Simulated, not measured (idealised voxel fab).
The process module presented herein is designated voxel capacitor over wiring.
Cross-section cut: width 235 nm, square cells of 5 nm.
Notation: cross-section as square-cell grid; stated in bands, top first, going down; one or more cell rows per band.
Quick guide to a band line: top height, bottom height (nm) up front; then every material left to right with its width in nm. Only one material and it's marked "edge to edge"? Then it fills the band edge to edge. And "air" just means empty space.
Height 0 is the level under which the wafer as received is all one material. The lowest band goes on downwards, as in "0..down".
The notation "30->40" denotes a width that varies across the rows of cells in the band, beginning at the first number in the top row, finishing at the second number in the bottom row, and changing by an identical amount from each row to the next.
A step reported as "remained unchanged" is a step in which no cell of the cross-section changed.
Reported under the label "Completely sealed voids" are the empty spaces having no open way to the top and comprising 8 cells or more; the notation for each is width x height at distance, in which the distance is measured from the left edge and all three values are in nm.
On each step's line, the part that comes after the settings is the simulator's own comment on the step.
The line of a step may include "overlay nm". On a step with a mask, this value is how far to the right of its planned place the mask lay. A negative value means the mask lay to the left.
**Process steps foreseen in the plan**
1. op RECEIVE | material Si
2. op CONFORMAL_DEP | material SiO2 | thk nm 15
3. op DIRECTIONAL_DEP | material TiN | thk nm 5
4. op DIRECTIONAL_DEP | material W | thk nm 20
5. op DIRECTIONAL_DEP | material aC | thk nm 15
6. op PATTERN | tone cover | mask id METAL_1 | material resist | width nm 25 | pitch nm 85 | thk nm 35 | overlay nm 0
7. op DIRECTIONAL_ETCH | etch materials aC | depth nm 15
8. op STRIP | etch materials resist
9. op DIRECTIONAL_ETCH | etch materials W | depth nm 20
10. op DIRECTIONAL_ETCH | etch materials TiN | depth nm 5
11. op STRIP | etch materials aC
12. op FILL_DEP | material SiO2 | thk nm 10
13. op CMP | height nm 40
14. op CONFORMAL_DEP | material SiCN | thk nm 5
15. op DIRECTIONAL_DEP | material lowk | thk nm 15
16. op MASKED_ETCH | tone open | mask id PLUG_1 | width nm 15 | etch materials lowk | depth nm 15 | overlay nm 0
17. op MASKED_ETCH | tone open | mask id PLUG_1 | width nm 15 | etch materials SiCN | depth nm 5 | overlay nm 0
18. op CONFORMAL_DEP | material TiN | thk nm 5
19. op FILL_DEP | material Ru | thk nm 10
20. op CMP | height nm 60
21. op DIRECTIONAL_DEP | material TiN | thk nm 5
22. op DIRECTIONAL_DEP | material SiN | thk nm 5
23. op DIRECTIONAL_DEP | material TiN | thk nm 10
24. op DIRECTIONAL_DEP | material aC | thk nm 10
25. op PATTERN | tone cover | mask id UPPER_PLATE | material resist | width nm 65 | thk nm 25 | overlay nm 0
26. op DIRECTIONAL_ETCH | etch materials aC | depth nm 10
27. op STRIP | etch materials resist
28. op DIRECTIONAL_ETCH | etch materials TiN | depth nm 10
29. op DIRECTIONAL_ETCH | etch materials SiN | depth nm 5
30. op STRIP | etch materials aC
31. op DIRECTIONAL_DEP | material aC | thk nm 10
32. op PATTERN | tone cover | mask id LOWER_PLATE | material resist | width nm 75 | thk nm 30 | overlay nm 0
33. op DIRECTIONAL_ETCH | etch materials aC | depth nm 10
34. op STRIP | etch materials resist
35. op DIRECTIONAL_ETCH | etch materials TiN | depth nm 5
36. op STRIP | etch materials aC
37. op FILL_DEP | material SiO2 | thk nm 15
38. op CMP | height nm 90
39. op PATTERN | tone open | mask id PLUG_2 | material resist | width nm 15 | thk nm 20 | overlay nm 0
40. op DIRECTIONAL_ETCH | etch materials SiO2 | depth nm 10
41. op STRIP | etch materials resist
42. op CONFORMAL_DEP | material TiN | thk nm 5
43. op FILL_DEP | material Cu | thk nm 5
44. op CMP | height nm 90
45. op CONFORMAL_DEP | material SiN | thk nm 5
**Incoming wafer in cross-section (state: after step 1)**
	0..down  Si edge to edge
	Completely sealed voids: none
**One mistake in running the module, otherwise start and plan as above: cross-section at the end**
	95..90  SiN edge to edge
	90..85  80 SiO2, 5 TiN, 5 Cu, 5 TiN, 140 SiO2
	85..80  80 SiO2, 15 TiN, 140 SiO2
	80..70  70 SiO2, 65 TiN, 100 SiO2
	70..65  70 SiO2, 65 SiN, 100 SiO2
	65..60  65 SiO2, 75 TiN, 95 SiO2
	60..45  70 lowk, 5 TiN, 5 Ru, 5 TiN, 150 lowk
	45..40  70 SiCN, 15 TiN, 150 SiCN
	40..35  SiO2 edge to edge
	35..15  60 SiO2, 25 W, 60 SiO2, 25 W, 65 SiO2
	15..0  SiO2 edge to edge
	0..down  Si edge to edge
	Completely sealed voids: none
Deviation from plan: heads up, step 3 of the plan was skipped and never actually ran
